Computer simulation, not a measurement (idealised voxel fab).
This is a process module. Its name is voxel capacitor over wiring.
Pictured: cross-section cut, 215 nm wide, on a grid of 5 nm square cells.
Think of the cross-section as a grid of square cells. We describe it in bands, top to bottom, and each band covers one or more rows of those cells. Per band: top height and bottom height in nm, followed by the left-to-right materials and their widths in nm; "all across" marks a single material spanning edge to edge, "air" marks empty space. Beneath 0, the wafer as received is one material, and that level is where height counting begins. The lowest band goes on downward without a bottom; it is written like "0..down". The notation "30..40" denotes a width that varies across the rows of cells in the band, beginning at the first number in the top row, finishing at the second number in the bottom row, and changing by an identical amount from each row to the next. What does "no alteration" mean for a step? It means no cell of the cross-section changed in that step. "Sealed void inventory": sealed empty spaces, 8 cells or more, no open way to top, listed width x height at distance, with distance from the left edge and width, height and distance in nm. Text after the settings on a step's line: the simulator's own remark on that step. overlay nm: how far to the right of its planned place the mask lay on this masked step (negative: to the left).

**Planned step list for the process**
| 1 | RECEIVE,material Si |
| 2 | CONFORMAL_DEP,material SiO2,thk nm 10 |
| 3 | DIRECTIONAL_DEP,material TiN,thk nm 5 |
| 4 | DIRECTIONAL_DEP,material Ru,thk nm 20 |
| 5 | DIRECTIONAL_DEP,material aC,thk nm 15 |
| 6 | PATTERN,tone cover,mask id METAL_1,material resist,width nm 30,pitch nm 95,thk nm 30,overlay nm 0 |
| 7 | DIRECTIONAL_ETCH,etch materials aC,depth nm 15 |
| 8 | STRIP,etch materials resist |
| 9 | DIRECTIONAL_ETCH,etch materials Ru,depth nm 20 |
| 10 | DIRECTIONAL_ETCH,etch materials TiN,depth nm 5 |
| 11 | STRIP,etch materials aC |
| 12 | CONFORMAL_DEP,material SiN,thk nm 5 |
| 13 | FILL_DEP,material lowk,thk nm 10 |
| 14 | CMP,height nm 35 |
| 15 | CONFORMAL_DEP,material SiCN,thk nm 5 |
| 16 | DIRECTIONAL_DEP,material SiO2,thk nm 20 |
| 17 | MASKED_ETCH,tone open,mask id PLUG_1,width nm 15,etch materials SiO2,depth nm 20,overlay nm 0 |
| 18 | MASKED_ETCH,tone open,mask id PLUG_1,width nm 15,etch materials SiCN,depth nm 5,overlay nm 0 |
| 19 | CONFORMAL_DEP,material TiN,thk nm 5 |
| 20 | FILL_DEP,material Ru,thk nm 5 |
| 21 | CMP,height nm 60 |
| 22 | DIRECTIONAL_DEP,material TiN,thk nm 5 |
| 23 | DIRECTIONAL_DEP,material HfO2,thk nm 5 |
| 24 | DIRECTIONAL_DEP,material TiN,thk nm 5 |
| 25 | PATTERN,tone cover,mask id UPPER_PLATE,material resist,width nm 70,thk nm 15,overlay nm 0 |
| 26 | DIRECTIONAL_ETCH,etch materials TiN,depth nm 5 |
| 27 | DIRECTIONAL_ETCH,etch materials HfO2,depth nm 5 |
| 28 | STRIP,etch materials resist |
| 29 | PATTERN,tone cover,mask id LOWER_PLATE,material resist,width nm 80,thk nm 20,overlay nm 0 |
| 30 | DIRECTIONAL_ETCH,etch materials TiN,depth nm 5 |
| 31 | STRIP,etch materials resist |
| 32 | FILL_DEP,material SiO2,thk nm 20 |
| 33 | CMP,height nm 90 |
| 34 | PATTERN,tone open,mask id PLUG_2,material resist,width nm 15,thk nm 20,overlay nm 0 |
| 35 | DIRECTIONAL_ETCH,etch materials SiO2,depth nm 15 |
| 36 | STRIP,etch materials resist |
| 37 | CONFORMAL_DEP,material TiN,thk nm 5 |
| 38 | FILL_DEP,material Cu,thk nm 10 |
| 39 | CMP,height nm 90 |
| 40 | CONFORMAL_DEP,material SiCN,thk nm 5 |

**Wafer, first of two, run as planned**

**As received (post step 1): cross-section**
- 0..down  Si all across
- Sealed void inventory: none

**You're looking at a cross-section of the wafer after step 2**
- 10..0  SiO2 all across
- Below 0, the layers are the same as they were.

**You're looking at a cross-section of the wafer after step 3**
- 15..10  TiN all across
- Below 10, the layers are the same as they were.

**You're looking at a cross-section of the wafer after step 4**
- 35..15  Ru all across
- Below 15, the layers are the same as they were.

**You're looking at a cross-section of the wafer after step 5**
- 50..35  aC all across
- Below 35, the layers are the same as they were.

**You're looking at a cross-section of the wafer after step 6**
- 80..50  air: 45; resist: 30; air: 65; resist: 30; air: 45
- Below 50, the layers are the same as they were.

**You're looking at a cross-section of the wafer after step 7**
- 65..50  air: 45; resist: 30; air: 65; resist: 30; air: 45
- 50..35  air: 45; aC: 30; air: 65; aC: 30; air: 45
- Below 35, the layers are the same as they were.

**You're looking at a cross-section of the wafer after step 8**
- 50..35  air: 45; aC: 30; air: 65; aC: 30; air: 45
- Below 35, the layers are the same as they were.

**You're looking at a cross-section of the wafer after step 9**
- 50..35  air: 45; aC: 30; air: 65; aC: 30; air: 45
- 35..15  air: 45; Ru: 30; air: 65; Ru: 30; air: 45
- Below 15, the layers are the same as they were.

**You're looking at a cross-section of the wafer after step 10**
- 50..35  air: 45; aC: 30; air: 65; aC: 30; air: 45
- 35..15  air: 45; Ru: 30; air: 65; Ru: 30; air: 45
- 15..10  air: 45; TiN: 30; air: 65; TiN: 30; air: 45
- Below 10, the layers are the same as they were.

**You're looking at a cross-section of the wafer after step 11**
- 35..15  air: 45; Ru: 30; air: 65; Ru: 30; air: 45
- Below 15, the layers are the same as they were.

**You're looking at a cross-section of the wafer after step 12**
- 40..35  air: 40; SiN: 40; air: 55; SiN: 40; air: 40
- 35..15  air: 40; SiN: 5; Ru: 30; SiN: 5; air: 55; SiN: 5; Ru: 30; SiN: 5; air: 40
- 15..10  SiN: 45; TiN: 30; SiN: 65; TiN: 30; SiN: 45
- Below 10, the layers are the same as they were.

**You're looking at a cross-section of the wafer after step 13**
- 50..40  lowk all across
- 40..35  lowk: 40; SiN: 40; lowk: 55; SiN: 40; lowk: 40
- 35..15  lowk: 40; SiN: 5; Ru: 30; SiN: 5; lowk: 55; SiN: 5; Ru: 30; SiN: 5; lowk: 40
- Below 15, the layers are the same as they were.

**You're looking at a cross-section of the wafer after step 14**
- 35..15  lowk: 40; SiN: 5; Ru: 30; SiN: 5; lowk: 55; SiN: 5; Ru: 30; SiN: 5; lowk: 40
- Below 15, the layers are the same as they were.

**You're looking at a cross-section of the wafer after step 15**
- 40..35  SiCN all across
- Below 35, the layers are the same as they were.

**You're looking at a cross-section of the wafer after step 16**
- 60..40  SiO2 all across
- Below 40, the layers are the same as they were.

**You're looking at a cross-section of the wafer after step 17**
- 60..40  SiO2: 60; air: 15; SiO2: 140
- Below 40, the layers are the same as they were.

**You're looking at a cross-section of the wafer after step 18**
- 60..40  SiO2: 60; air: 15; SiO2: 140
- 40..35  SiCN: 60; air: 15; SiCN: 140
- Below 35, the layers are the same as they were.

**You're looking at a cross-section of the wafer after step 19**
- 65..60  TiN: 65; air: 5; TiN: 145
- 60..40  SiO2: 60; TiN: 5; air: 5; TiN: 5; SiO2: 140
- 40..35  SiCN: 60; TiN: 15; SiCN: 140
- Below 35, the layers are the same as they were.

**You're looking at a cross-section of the wafer after step 20**
- 70..65  Ru all across
- 65..60  TiN: 65; Ru: 5; TiN: 145
- 60..40  SiO2: 60; TiN: 5; Ru: 5; TiN: 5; SiO2: 140
- Below 40, the layers are the same as they were.

**You're looking at a cross-section of the wafer after step 21**
- 60..40  SiO2: 60; TiN: 5; Ru: 5; TiN: 5; SiO2: 140
- Below 40, the layers are the same as they were.

**You're looking at a cross-section of the wafer after step 22**
- 65..60  TiN all across
- Below 60, the layers are the same as they were.

**You're looking at a cross-section of the wafer after step 23**
- 70..65  HfO2 all across
- Below 65, the layers are the same as they were.

**You're looking at a cross-section of the wafer after step 24**
- 75..70  TiN all across
- Below 70, the layers are the same as they were.

**You're looking at a cross-section of the wafer after step 25**
- 90..75  air: 60; resist: 70; air: 85
- Below 75, the layers are the same as they were.

**You're looking at a cross-section of the wafer after step 26**
- 90..75  air: 60; resist: 70; air: 85
- 75..70  air: 60; TiN: 70; air: 85
- Below 70, the layers are the same as they were.

**You're looking at a cross-section of the wafer after step 27**
- 90..75  air: 60; resist: 70; air: 85
- 75..70  air: 60; TiN: 70; air: 85
- 70..65  air: 60; HfO2: 70; air: 85
- Below 65, the layers are the same as they were.

**You're looking at a cross-section of the wafer after step 28**
- 75..70  air: 60; TiN: 70; air: 85
- Below 70, the layers are the same as they were.

**You're looking at a cross-section of the wafer after step 29**
- 95..75  air: 55; resist: 80; air: 80
- 75..70  air: 55; resist: 5; TiN: 70; resist: 5; air: 80
- 70..65  air: 55; resist: 5; HfO2: 70; resist: 5; air: 80
- Below 65, the layers are the same as they were.

**You're looking at a cross-section of the wafer after step 30**
- 95..75  air: 55; resist: 80; air: 80
- 75..70  air: 55; resist: 5; TiN: 70; resist: 5; air: 80
- 70..65  air: 55; resist: 5; HfO2: 70; resist: 5; air: 80
- 65..60  air: 55; TiN: 80; air: 80
- Below 60, the layers are the same as they were.

**You're looking at a cross-section of the wafer after step 31**
- 75..70  air: 60; TiN: 70; air: 85
- 70..65  air: 60; HfO2: 70; air: 85
- Below 65, the layers are the same as they were.

**You're looking at a cross-section of the wafer after step 32**
- 95..75  SiO2 all across
- 75..70  SiO2: 60; TiN: 70; SiO2: 85
- 70..65  SiO2: 60; HfO2: 70; SiO2: 85
- 65..60  SiO2: 55; TiN: 80; SiO2: 80
- Below 60, the layers are the same as they were.

**You're looking at a cross-section of the wafer after step 33**
- 90..75  SiO2 all across
- Below 75, the layers are the same as they were.

**You're looking at a cross-section of the wafer after step 34**
- 110..90  resist: 70; air: 15; resist: 130
- Below 90, the layers are the same as they were.

**You're looking at a cross-section of the wafer after step 35**
- 110..90  resist: 70; air: 15; resist: 130
- 90..75  SiO2: 70; air: 15; SiO2: 130
- Below 75, the layers are the same as they were.

**You're looking at a cross-section of the wafer after step 36**
- 90..75  SiO2: 70; air: 15; SiO2: 130
- Below 75, the layers are the same as they were.

**You're looking at a cross-section of the wafer after step 37**
- 95..90  TiN: 75; air: 5; TiN: 135
- 90..80  SiO2: 70; TiN: 5; air: 5; TiN: 5; SiO2: 130
- 80..70  SiO2: 70..60; TiN: 15..70; SiO2: 130..85
- Below 70, the layers are the same as they were.

**You're looking at a cross-section of the wafer after step 38**
- 105..95  Cu all across
- 95..90  TiN: 75; Cu: 5; TiN: 135
- 90..80  SiO2: 70; TiN: 5; Cu: 5; TiN: 5; SiO2: 130
- Below 80, the layers are the same as they were.

**You're looking at a cross-section of the wafer after step 39**
- 90..80  SiO2: 70; TiN: 5; Cu: 5; TiN: 5; SiO2: 130
- Below 80, the layers are the same as they were.

**You're looking at a cross-section of the wafer after step 40**
- 95..90  SiCN all across
- Below 90, the layers are the same as they were.

**Regarding the second of the two wafers: it shared the first wafer's starting condition and process plan, yet one error occurred during its execution. Its history coincides with that of the first wafer up to and including step 5**

**What the second wafer looks like in cross-section when step 6 should have wrapped up**
- 80..50  air: 35; resist: 30; air: 65; resist: 30; air: 55
- Below 50, the layers are the same as they were.

**What the second wafer looks like in cross-section when step 7 should have wrapped up**
- 65..50  air: 35; resist: 30; air: 65; resist: 30; air: 55
- 50..35  air: 35; aC: 30; air: 65; aC: 30; air: 55
- Below 35, the layers are the same as they were.

**What the second wafer looks like in cross-section when step 8 should have wrapped up**
- 50..35  air: 35; aC: 30; air: 65; aC: 30; air: 55
- Below 35, the layers are the same as they were.

**What the second wafer looks like in cross-section when step 9 should have wrapped up**
- 50..35  air: 35; aC: 30; air: 65; aC: 30; air: 55
- 35..15  air: 35; Ru: 30; air: 65; Ru: 30; air: 55
- Below 15, the layers are the same as they were.

**What the second wafer looks like in cross-section when step 10 should have wrapped up**
- 50..35  air: 35; aC: 30; air: 65; aC: 30; air: 55
- 35..15  air: 35; Ru: 30; air: 65; Ru: 30; air: 55
- 15..10  air: 35; TiN: 30; air: 65; TiN: 30; air: 55
- Below 10, the layers are the same as they were.

**What the second wafer looks like in cross-section when step 11 should have wrapped up**
- 35..15  air: 35; Ru: 30; air: 65; Ru: 30; air: 55
- Below 15, the layers are the same as they were.

**What the second wafer looks like in cross-section when step 12 should have wrapped up**
- 40..35  air: 30; SiN: 40; air: 55; SiN: 40; air: 50
- 35..15  air: 30; SiN: 5; Ru: 30; SiN: 5; air: 55; SiN: 5; Ru: 30; SiN: 5; air: 50
- 15..10  SiN: 35; TiN: 30; SiN: 65; TiN: 30; SiN: 55
- Below 10, the layers are the same as they were.

**What the second wafer looks like in cross-section when step 13 should have wrapped up**
- 50..40  lowk all across
- 40..35  lowk: 30; SiN: 40; lowk: 55; SiN: 40; lowk: 50
- 35..15  lowk: 30; SiN: 5; Ru: 30; SiN: 5; lowk: 55; SiN: 5; Ru: 30; SiN: 5; lowk: 50
- Below 15, the layers are the same as they were.

**What the second wafer looks like in cross-section when step 14 should have wrapped up**
- 35..15  lowk: 30; SiN: 5; Ru: 30; SiN: 5; lowk: 55; SiN: 5; Ru: 30; SiN: 5; lowk: 50
- Below 15, the layers are the same as they were.

**What the second wafer looks like in cross-section when step 15 should have wrapped up**
- 40..35  SiCN all across
- Below 35, the layers are the same as they were.

**What the second wafer looks like in cross-section when step 16 should have wrapped up**
- 60..40  SiO2 all across
- Below 40, the layers are the same as they were.

**What the second wafer looks like in cross-section when step 17 should have wrapped up**
- 60..40  SiO2: 60; air: 15; SiO2: 140
- Below 40, the layers are the same as they were.

**What the second wafer looks like in cross-section when step 18 should have wrapped up**
- 60..40  SiO2: 60; air: 15; SiO2: 140
- 40..35  SiCN: 60; air: 15; SiCN: 140
- Below 35, the layers are the same as they were.

**What the second wafer looks like in cross-section when step 19 should have wrapped up**
- 65..60  TiN: 65; air: 5; TiN: 145
- 60..40  SiO2: 60; TiN: 5; air: 5; TiN: 5; SiO2: 140
- 40..35  SiCN: 60; TiN: 15; SiCN: 140
- Below 35, the layers are the same as they were.

**What the second wafer looks like in cross-section when step 20 should have wrapped up**
- 70..65  Ru all across
- 65..60  TiN: 65; Ru: 5; TiN: 145
- 60..40  SiO2: 60; TiN: 5; Ru: 5; TiN: 5; SiO2: 140
- Below 40, the layers are the same as they were.

**What the second wafer looks like in cross-section when step 21 should have wrapped up**
- 60..40  SiO2: 60; TiN: 5; Ru: 5; TiN: 5; SiO2: 140
- Below 40, the layers are the same as they were.

**What the second wafer looks like in cross-section when step 22 should have wrapped up**
- 65..60  TiN all across
- Below 60, the layers are the same as they were.

**What the second wafer looks like in cross-section when step 23 should have wrapped up**
- 70..65  HfO2 all across
- Below 65, the layers are the same as they were.

**What the second wafer looks like in cross-section when step 24 should have wrapped up**
- 75..70  TiN all across
- Below 70, the layers are the same as they were.

**What the second wafer looks like in cross-section when step 25 should have wrapped up**
- 90..75  air: 60; resist: 70; air: 85
- Below 75, the layers are the same as they were.

**What the second wafer looks like in cross-section when step 26 should have wrapped up**
- 90..75  air: 60; resist: 70; air: 85
- 75..70  air: 60; TiN: 70; air: 85
- Below 70, the layers are the same as they were.

**What the second wafer looks like in cross-section when step 27 should have wrapped up**
- 90..75  air: 60; resist: 70; air: 85
- 75..70  air: 60; TiN: 70; air: 85
- 70..65  air: 60; HfO2: 70; air: 85
- Below 65, the layers are the same as they were.

**What the second wafer looks like in cross-section when step 28 should have wrapped up**
- 75..70  air: 60; TiN: 70; air: 85
- Below 70, the layers are the same as they were.

**What the second wafer looks like in cross-section when step 29 should have wrapped up**
- 95..75  air: 55; resist: 80; air: 80
- 75..70  air: 55; resist: 5; TiN: 70; resist: 5; air: 80
- 70..65  air: 55; resist: 5; HfO2: 70; resist: 5; air: 80
- Below 65, the layers are the same as they were.

**What the second wafer looks like in cross-section when step 30 should have wrapped up**
- 95..75  air: 55; resist: 80; air: 80
- 75..70  air: 55; resist: 5; TiN: 70; resist: 5; air: 80
- 70..65  air: 55; resist: 5; HfO2: 70; resist: 5; air: 80
- 65..60  air: 55; TiN: 80; air: 80
- Below 60, the layers are the same as they were.

**What the second wafer looks like in cross-section when step 31 should have wrapped up**
- 75..70  air: 60; TiN: 70; air: 85
- 70..65  air: 60; HfO2: 70; air: 85
- Below 65, the layers are the same as they were.

**What the second wafer looks like in cross-section when step 32 should have wrapped up**
- 95..75  SiO2 all across
- 75..70  SiO2: 60; TiN: 70; SiO2: 85
- 70..65  SiO2: 60; HfO2: 70; SiO2: 85
- 65..60  SiO2: 55; TiN: 80; SiO2: 80
- Below 60, the layers are the same as they were.

**What the second wafer looks like in cross-section when step 33 should have wrapped up**
- 90..75  SiO2 all across
- Below 75, the layers are the same as they were.

**What the second wafer looks like in cross-section when step 34 should have wrapped up**
- 110..90  resist: 70; air: 15; resist: 130
- Below 90, the layers are the same as they were.

**What the second wafer looks like in cross-section when step 35 should have wrapped up**
- 110..90  resist: 70; air: 15; resist: 130
- 90..75  SiO2: 70; air: 15; SiO2: 130
- Below 75, the layers are the same as they were.

**What the second wafer looks like in cross-section when step 36 should have wrapped up**
- 90..75  SiO2: 70; air: 15; SiO2: 130
- Below 75, the layers are the same as they were.

**What the second wafer looks like in cross-section when step 37 should have wrapped up**
- 95..90  TiN: 75; air: 5; TiN: 135
- 90..80  SiO2: 70; TiN: 5; air: 5; TiN: 5; SiO2: 130
- 80..70  SiO2: 70..60; TiN: 15..70; SiO2: 130..85
- Below 70, the layers are the same as they were.

**What the second wafer looks like in cross-section when step 38 should have wrapped up**
- 105..95  Cu all across
- 95..90  TiN: 75; Cu: 5; TiN: 135
- 90..80  SiO2: 70; TiN: 5; Cu: 5; TiN: 5; SiO2: 130
- Below 80, the layers are the same as they were.

**What the second wafer looks like in cross-section when step 39 should have wrapped up**
- 90..80  SiO2: 70; TiN: 5; Cu: 5; TiN: 5; SiO2: 130
- Below 80, the layers are the same as they were.

**What the second wafer looks like in cross-section when step 40 should have wrapped up**
- 95..90  SiCN all across
- Below 90, the layers are the same as they were.
Against the plan, the run slipped here: step 6 did not use the planned setting and instead ran as PATTERN,tone cover,mask id METAL_1,material resist,width nm 30,pitch nm 95,thk nm 30,overlay nm -10
In the final comparison it is observed that the number of cells assigned to each material is identical for the two wafers, whereas their placement is not.
